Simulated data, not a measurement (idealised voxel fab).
Process module heading - voxel ribs on slabs
We display cut, a cross-section 250 nm in width whose square cells are each 5 nm.
A cross-section in this document is a grid of square cells, and it is written down as bands, the top band listed before the ones below it; a band is made up of one or more rows of cells.
Heights first: top, then bottom, in nm. Then materials, left to right, each with a width in nm. "throughout" on a single material: fills the band edge to edge. "empty": empty space.
Zero point of the height axis is 0; under it, received wafer = one material. Lowest band: continues down indefinitely, "0 -> down".
Read "30 to 40" as a graded width: first number on top, second number at the bottom, same change between each pair of neighbouring rows.
"same as before" means the step left every cell of the cross-section as it was.
Basically, "Unvented internal voids" tells you about the enclosed voids: empty spaces with no open way to the top, 8 cells or bigger, each written width x height at distance, where distance is from the left edge, all in nm.
On a step's line, text after the settings is the simulator commenting on that step.
If you see "overlay nm" on a step's line and that step has a mask, it's telling you how far right of where it was planned the mask ended up; a negative number means it went left instead.

INTENDED PROCESS STEPS
1 RECEIVE [material Si]
2 DIRECTIONAL_DEP [material SiO2] [thk nm 20]
3 DIRECTIONAL_DEP [material polySi] [thk nm 20]
4 MASKED_ETCH [tone cover] [mask id RIB] [width nm 20] [etch materials polySi] [depth nm 5] [overlay nm 0]
5 DIRECTIONAL_DEP [material aC] [thk nm 10]
6 PATTERN [tone cover] [mask id SLAB] [material resist] [width nm 80] [thk nm 30] [overlay nm 0]
7 DIRECTIONAL_ETCH [etch materials aC] [depth nm 10]
8 STRIP [etch materials resist]
9 DIRECTIONAL_ETCH [etch materials polySi] [depth nm 15]
10 STRIP [etch materials aC]
11 FILL_DEP [material SiO2] [thk nm 30]
12 CMP [height nm 60]
13 DIRECTIONAL_DEP [material W] [thk nm 5]
14 MASKED_ETCH [tone cover] [mask id HEATER] [width nm 30] [etch materials W] [depth nm 5] [overlay nm 0]
15 CONFORMAL_DEP [material SiN] [thk nm 10]

HERE'S WHAT THE WAFER LOOKED LIKE IN CROSS-SECTION WHEN IT ARRIVED - THAT'S AFTER STEP 1
- 0 -> down: Si throughout
- Unvented internal voids: none

POST-MODULE CROSS-SECTION: IDENTICAL START AND PLAN TO THOSE ABOVE, ONE MISSTEP IN EXECUTION
- 75 -> 70: empty: 100, SiN: 50, empty: 100
- 70 -> 65: SiN throughout
- 65 -> 60: SiN: 110, W: 30, SiN: 110
- 60 -> 40: SiO2 throughout
- 40 -> 35: SiO2: 115, polySi: 20, SiO2: 115
- 35 -> 20: SiO2: 90, polySi: 70, SiO2: 90
- 20 -> 0: SiO2 throughout
- 0 -> down: Si throughout
- Unvented internal voids: none
In executing the process, a mistake was made relative to the plan: step 6 did not happen as planned, as run it was PATTERN [tone cover] [mask id SLAB] [material resist] [width nm 70] [thk nm 30] [overlay nm 0]
